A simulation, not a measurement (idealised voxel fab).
Process module under the name voxel lift off
Cross-section cut: width 180 nm, square cells of 5 nm.
A cross-section is a grid of square cells, given in bands from the top down. A band is one or more rows of cells.
Heights first: top, then bottom, in nm. Then materials, left to right, each with a width in nm. "all across" on a single material: fills the band edge to edge. "empty": empty space.
Where do heights start? At 0: under that level the wafer as delivered is made of one material only. And the lowest band has no floor; it just carries on downward, as in "from 0 down".
Per-row width for "30 to 40": begins at first number (top row of band), ends at second number (bottom row), increment between rows held constant.
Step note "no change occurred" = no cross-section cell changed.
Empty spaces counting at least 8 cells and having no open way to the top are listed in "Unvented voids". The notation width x height at distance is used for each, the distance being from the left edge and all three values in nm.
The remark found on a step's line after its settings is issued by the simulator itself and pertains to that step.
"overlay nm" answers the question of how far to the right of plan the mask lay on a step that has a mask, and when it is negative the answer is to the left.

# Listed below are the process steps as planned
step 1: RECEIVE with material Si
step 2: CONFORMAL_DEP with material SiO2, thk nm 10
step 3: PATTERN with tone open, mask id LINES, material resist, width nm 15, pitch nm 35, thk nm 15, overlay nm 0
step 4: DIRECTIONAL_DEP with material Ru, thk nm 5
step 5: STRIP with etch materials resist
step 6: CONFORMAL_DEP with material SiO2, thk nm 10

# This is the cross-section of the wafer as we received it, i.e. after step 1
    from 0 down: Si all across
    Unvented voids: none

# Starting wafer: above. Plan: above. Run: one mistake. Cross-section after the module: below
    from 25 to 20: empty 25 | SiO2 105 | empty 50
    from 20 to 15: SiO2 all across
    from 15 to 10: SiO2 35 | Ru 15 | SiO2 20 | Ru 15 | SiO2 20 | Ru 15 | SiO2 60
    from 10 to 0: SiO2 all across
    from 0 down: Si all across
    Unvented voids: none
So what did we get wrong on this run? planned and actual differ for step 3; actual: PATTERN with tone open, mask id LINES, material resist, width nm 15, pitch nm 35, thk nm 15, overlay nm -10
